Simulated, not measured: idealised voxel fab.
This is a process module. Its name is voxel ribs on slabs.
Each square cell in cross-section cut measures 5 nm, and the section as a whole is 300 nm wide.
The cross-sections in this document take the form of a grid made of square cells. They are written out as bands, in order from top to bottom. Each band consists of one or more rows of cells.
Heads up on the band format: heights come first, top then bottom, in nm. After that it's the materials left to right, each with its width in nm. A single material flagged "everywhere" fills the whole band edge to edge, and "blank" means there's empty space there.
For the purposes of this specification, 0 denotes the height below which the wafer in its as-received condition is composed wholly of one material, and the lowermost band, lacking a lower limit, extends downward without end, as expressed in "top 0, no bottom".
So if you see something like "30 to 40" for the width, read it as the top row of the band sitting at the first number and the bottom row at the second, with every row in between moving by the same amount as the last.
The cross-section has no changed cell in any step marked "no modification".
Listed in "Completely enclosed voids": every empty space of 8 or more cells without an open way to the top. Form: width x height at distance, the distance being from the left edge, all in nm.
Anything after a step's settings on that line? It's the simulator's own note about the step.
The setting "overlay nm" may be written on the line of a step. When the step uses a mask, the value reports how far to the right of the planned place the mask lay, and a negative value reports that it lay to the left.

Below is the list of planned process steps
1 RECEIVE,material Si
2 DIRECTIONAL_DEP,material SiO2,thk nm 25
3 DIRECTIONAL_DEP,material SiN,thk nm 15
4 PATTERN,tone cover,mask id RIB,material resist,width nm 25,thk nm 20,overlay nm 0
5 DIRECTIONAL_ETCH,etch materials SiN,depth nm 5
6 STRIP,etch materials resist
7 PATTERN,tone cover,mask id SLAB,material resist,width nm 85,thk nm 15,overlay nm -15
8 DIRECTIONAL_ETCH,etch materials SiN,depth nm 10
9 STRIP,etch materials resist
10 FILL_DEP,material SiO2,thk nm 25
11 CMP,height nm 60
12 DIRECTIONAL_DEP,material W,thk nm 5
13 PATTERN,tone cover,mask id HEATER,material resist,width nm 35,thk nm 15,overlay nm 0
14 DIRECTIONAL_ETCH,etch materials W,depth nm 5
15 STRIP,etch materials resist
16 CONFORMAL_DEP,material SiO2,thk nm 5
The wafers are alike at the start. At step 7, their overlay nm differs. The plan lists the first wafer's value.

First wafer as received, after step 1
- top 0, no bottom = Si everywhere
- Completely enclosed voids: none

End of module: cross-section of the first of several wafers after step 16, the last step
- top 70, bottom 65 = blank 125; SiO2 45; blank 130
- top 65, bottom 60 = SiO2 130; W 35; SiO2 135
- top 60, bottom 40 = SiO2 everywhere
- top 40, bottom 35 = SiO2 135; SiN 25; SiO2 140
- top 35, bottom 25 = SiO2 90; SiN 85; SiO2 125
- top 25, bottom 0 = SiO2 everywhere
- top 0, no bottom = Si everywhere
- Completely enclosed voids: none

Cross-section of the final wafer among several, taken at the end of the module
- top 70, bottom 65 = blank 125; SiO2 45; blank 130
- top 65, bottom 60 = SiO2 130; W 35; SiO2 135
- top 60, bottom 40 = SiO2 everywhere
- top 40, bottom 35 = SiO2 135; SiN 25; SiO2 140
- top 35, bottom 25 = SiO2 120; SiN 85; SiO2 95
- top 25, bottom 0 = SiO2 everywhere
- top 0, no bottom = Si everywhere
- Completely enclosed voids: none

Each wafer at the end: cells of each material gained (+) or lost (-) since it was received, then its closed voids
overlay nm -15 | +39 SiN | +743 SiO2 | +7 W | Completely enclosed voids: none
overlay nm -10 | +39 SiN | +743 SiO2 | +7 W | Completely enclosed voids: none
overlay nm -5 | +39 SiN | +743 SiO2 | +7 W | Completely enclosed voids: none
overlay nm 0 | +39 SiN | +743 SiO2 | +7 W | Completely enclosed voids: none
overlay nm 5 | +39 SiN | +743 SiO2 | +7 W | Completely enclosed voids: none
overlay nm 10 | +39 SiN | +743 SiO2 | +7 W | Completely enclosed voids: none
overlay nm 15 | +39 SiN | +743 SiO2 | +7 W | Completely enclosed voids: none
